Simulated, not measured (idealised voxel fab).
Process module, titled voxel double patterning
Section cut is 255 nm wide and gridded with 5 nm square cells.
Heads up, the way a cross-section reads in here is a grid of square cells, handed over as bands from the top down, with every band being one or more rows of cells. What a band's entry tells you: where the top is and where the bottom is, as heights in nm, and after that what lies inside, material by material from left to right, each with its width in nm. Empty space is written as the word "air", and a single material marked with the word "edge to edge" occupies the band from edge to edge. Heights are expressed relative to 0, this being the level below which the as-received wafer comprises one material exclusively. The lowest band is unbounded in the downward direction and is denoted as in "0 down". Quick explanation for "30 to 40": the width changes in equal steps down the rows of cells, from the first number in the band's top row to the second number in its bottom row. Step marked "no modification"? Then no cell in the cross-section changed in it. Basically, "Entrapped voids" tells you about the enclosed voids: empty spaces with no open way to the top, 8 cells or bigger, each written width x height at distance, where distance is from the left edge, all in nm. Formally, on a step line, whatever follows the settings is a remark that the simulator itself makes on the step. The line of a step may include "overlay nm". On a step with a mask, this value is how far to the right of its planned place the mask lay. A negative value means the mask lay to the left.
### Set out below are the planned steps of the process
| 1 | RECEIVE,material Si |
| 2 | CONFORMAL_DEP,material SiO2,thk nm 10 |
| 3 | DIRECTIONAL_DEP,material polySi,thk nm 15 |
| 4 | DIRECTIONAL_DEP,material SiCN,thk nm 5 |
| 5 | DIRECTIONAL_DEP,material aC,thk nm 15 |
| 6 | PATTERN,tone open,mask id FIRST,material resist,width nm 15,pitch nm 50,thk nm 30,overlay nm 0 |
| 7 | DIRECTIONAL_ETCH,etch materials aC,depth nm 15 |
| 8 | STRIP,etch materials resist |
| 9 | DIRECTIONAL_ETCH,etch materials SiCN,depth nm 5 |
| 10 | STRIP,etch materials aC |
| 11 | MASKED_ETCH,tone open,mask id SECOND,width nm 15,pitch nm 50,etch materials SiCN,depth nm 5,overlay nm 0 |
| 12 | DIRECTIONAL_ETCH,etch materials polySi,depth nm 15 |
| 13 | STRIP,etch materials SiCN |
### The first of two wafers, run as planned
### Shown in cross-section is the wafer as received, that is, as it stands after step 1
* 0 down  Si edge to edge
* Entrapped voids: none
### The wafer, seen in cross-section, after step 2
* 10 to 0  SiO2 edge to edge
* Below a height of 0, the structure has not been altered.
### The wafer, seen in cross-section, after step 3
* 25 to 10  polySi edge to edge
* Below a height of 10, the structure has not been altered.
### The wafer, seen in cross-section, after step 4
* 30 to 25  SiCN edge to edge
* Below a height of 25, the structure has not been altered.
### The wafer, seen in cross-section, after step 5
* 45 to 30  aC edge to edge
* Below a height of 30, the structure has not been altered.
### The wafer, seen in cross-section, after step 6
* 75 to 45  70 nm resist; 15 nm air; 35 nm resist; 15 nm air; 35 nm resist; 15 nm air; 70 nm resist
* Below a height of 45, the structure has not been altered.
### The wafer, seen in cross-section, after step 7
* 60 to 45  70 nm resist; 15 nm air; 35 nm resist; 15 nm air; 35 nm resist; 15 nm air; 70 nm resist
* 45 to 30  70 nm aC; 15 nm air; 35 nm aC; 15 nm air; 35 nm aC; 15 nm air; 70 nm aC
* Below a height of 30, the structure has not been altered.
### The wafer, seen in cross-section, after step 8
* 45 to 30  70 nm aC; 15 nm air; 35 nm aC; 15 nm air; 35 nm aC; 15 nm air; 70 nm aC
* Below a height of 30, the structure has not been altered.
### The wafer, seen in cross-section, after step 9
* 45 to 30  70 nm aC; 15 nm air; 35 nm aC; 15 nm air; 35 nm aC; 15 nm air; 70 nm aC
* 30 to 25  70 nm SiCN; 15 nm air; 35 nm SiCN; 15 nm air; 35 nm SiCN; 15 nm air; 70 nm SiCN
* Below a height of 25, the structure has not been altered.
### The wafer, seen in cross-section, after step 10
* 30 to 25  70 nm SiCN; 15 nm air; 35 nm SiCN; 15 nm air; 35 nm SiCN; 15 nm air; 70 nm SiCN
* Below a height of 25, the structure has not been altered.
### The wafer, seen in cross-section, after step 11
* 30 to 25  70 nm SiCN; 15 nm air; 10 nm SiCN; 15 nm air; 10 nm SiCN; 15 nm air; 10 nm SiCN; 15 nm air; 10 nm SiCN; 15 nm air; 70 nm SiCN
* Below a height of 25, the structure has not been altered.
### The wafer, seen in cross-section, after step 12
* 30 to 25  70 nm SiCN; 15 nm air; 10 nm SiCN; 15 nm air; 10 nm SiCN; 15 nm air; 10 nm SiCN; 15 nm air; 10 nm SiCN; 15 nm air; 70 nm SiCN
* 25 to 10  70 nm polySi; 15 nm air; 10 nm polySi; 15 nm air; 10 nm polySi; 15 nm air; 10 nm polySi; 15 nm air; 10 nm polySi; 15 nm air; 70 nm polySi
* Below a height of 10, the structure has not been altered.
### The wafer, seen in cross-section, after step 13
* 25 to 10  70 nm polySi; 15 nm air; 10 nm polySi; 15 nm air; 10 nm polySi; 15 nm air; 10 nm polySi; 15 nm air; 10 nm polySi; 15 nm air; 70 nm polySi
* Below a height of 10, the structure has not been altered.
### Okay, second wafer. Nothing different at the start, nothing different in the plan, just one mistake somewhere in the running. As far as step 5, counting that step, it's the first wafer all over again
### The second wafer in cross-section, at the planned close of step 6
* 75 to 45  70 nm air; 15 nm resist; 35 nm air; 15 nm resist; 35 nm air; 15 nm resist; 70 nm air
* Below a height of 45, the structure has not been altered.
### The second wafer in cross-section, at the planned close of step 7
* 60 to 45  70 nm air; 15 nm resist; 35 nm air; 15 nm resist; 35 nm air; 15 nm resist; 70 nm air
* 45 to 30  70 nm air; 15 nm aC; 35 nm air; 15 nm aC; 35 nm air; 15 nm aC; 70 nm air
* Below a height of 30, the structure has not been altered.
### The second wafer in cross-section, at the planned close of step 8
* 45 to 30  70 nm air; 15 nm aC; 35 nm air; 15 nm aC; 35 nm air; 15 nm aC; 70 nm air
* Below a height of 30, the structure has not been altered.
### The second wafer in cross-section, at the planned close of step 9
* 45 to 30  70 nm air; 15 nm aC; 35 nm air; 15 nm aC; 35 nm air; 15 nm aC; 70 nm air
* 30 to 25  70 nm air; 15 nm SiCN; 35 nm air; 15 nm SiCN; 35 nm air; 15 nm SiCN; 70 nm air
* Below a height of 25, the structure has not been altered.
### The second wafer in cross-section, at the planned close of step 10
* 30 to 25  70 nm air; 15 nm SiCN; 35 nm air; 15 nm SiCN; 35 nm air; 15 nm SiCN; 70 nm air
* Below a height of 25, the structure has not been altered.
The second wafer in cross-section, at the planned close of step 11: no modification
### The second wafer in cross-section, at the planned close of step 12
* 30 to 25  70 nm air; 15 nm SiCN; 35 nm air; 15 nm SiCN; 35 nm air; 15 nm SiCN; 70 nm air
* 25 to 10  70 nm air; 15 nm polySi; 35 nm air; 15 nm polySi; 35 nm air; 15 nm polySi; 70 nm air
* Below a height of 10, the structure has not been altered.
### The second wafer in cross-section, at the planned close of step 13
* 25 to 10  70 nm air; 15 nm polySi; 35 nm air; 15 nm polySi; 35 nm air; 15 nm polySi; 70 nm air
* Below a height of 10, the structure has not been altered.
Against the plan, the run slipped here: not per plan at step 6, really ran PATTERN,tone cover,mask id FIRST,material resist,width nm 15,pitch nm 50,thk nm 30,overlay nm 0
Upon completion, the second wafer contains, in terms of cells, a greater or smaller amount of certain materials than the first wafer: polySi: 81 fewer
